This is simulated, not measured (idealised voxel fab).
The process module presented herein is designated voxel quadruple lines.
Cross-section cut: width 160 nm, square cells of 5 nm.
Heads up, the way a cross-section reads in here is a grid of square cells, handed over as bands from the top down, with every band being one or more rows of cells. A band entry consists of two parts. The first gives the height of the band's top and the height of its bottom, in nm. The rest lists the band's materials from left to right, each with its width in nm. A single material labelled with the word "all across" fills the band from edge to edge, and the word "empty" marks empty space. Where do heights start? At 0: under that level the wafer as delivered is made of one material only. And the lowest band has no floor; it just carries on downward, as in "top 0, no bottom". It should be noted that a width expressed as "30 to 40" varies in equal increments from row to row of cells within the band, taking the value of the first number at the top row and that of the second number at the bottom row. Reading "nothing different" for a step: not a cell of the cross-section changed in it. Closed-off voids of 8+ cells (no open route to the top) go in "Voids, sealed", written width x height at distance from the left edge, in nm. Formally, on a step line, whatever follows the settings is a remark that the simulator itself makes on the step. You can add "overlay nm" to a step's line. For a step with a mask, it describes how far the mask lay to the right of its planned position, and a negative number describes a lay to the left.
[So here's the lineup of process steps we planned]
- 1: RECEIVE, material Si
- 2: CONFORMAL_DEP, material Al2O3, thk nm 5
- 3: DIRECTIONAL_DEP, material W, thk nm 10
- 4: DIRECTIONAL_DEP, material polySi, thk nm 20
- 5: DIRECTIONAL_DEP, material aC, thk nm 20
- 6: PATTERN, tone cover, mask id MANDREL, material resist, width nm 20, pitch nm 60, thk nm 25, overlay nm 0
- 7: DIRECTIONAL_ETCH, etch materials aC, depth nm 20
- 8: STRIP, etch materials resist
- 9: CONFORMAL_DEP, material SiO2, thk nm 10
- 10: DIRECTIONAL_ETCH, etch materials SiO2, depth nm 10
- 11: STRIP, etch materials aC
- 12: DIRECTIONAL_ETCH, etch materials polySi, depth nm 20
- 13: STRIP, etch materials SiO2
- 14: CONFORMAL_DEP, material SiN, thk nm 5
- 15: DIRECTIONAL_ETCH, etch materials SiN, depth nm 5
- 16: STRIP, etch materials polySi
- 17: DIRECTIONAL_ETCH, etch materials W, depth nm 10
- 18: STRIP, etch materials SiN
[Incoming wafer, cross-sectional view, post step 1]
    top 0, no bottom = Si all across
    Voids, sealed: none
[Cross-section at module end, one run error; start and plan unchanged from above]
    top 10, bottom 0 = 25 nm empty, 5 nm W, 10 nm empty, 5 nm W, 10 nm empty, 5 nm W, 10 nm empty, 5 nm W, 10 nm empty, 5 nm W, 10 nm empty, 5 nm W, 10 nm empty, 5 nm W, 10 nm empty, 5 nm W, 25 nm empty
    top 0, no bottom = Si all across
    Voids, sealed: none
Heads up, the wafer didn't run the way we planned it: the plan's step 2 went unexecuted, having been skipped
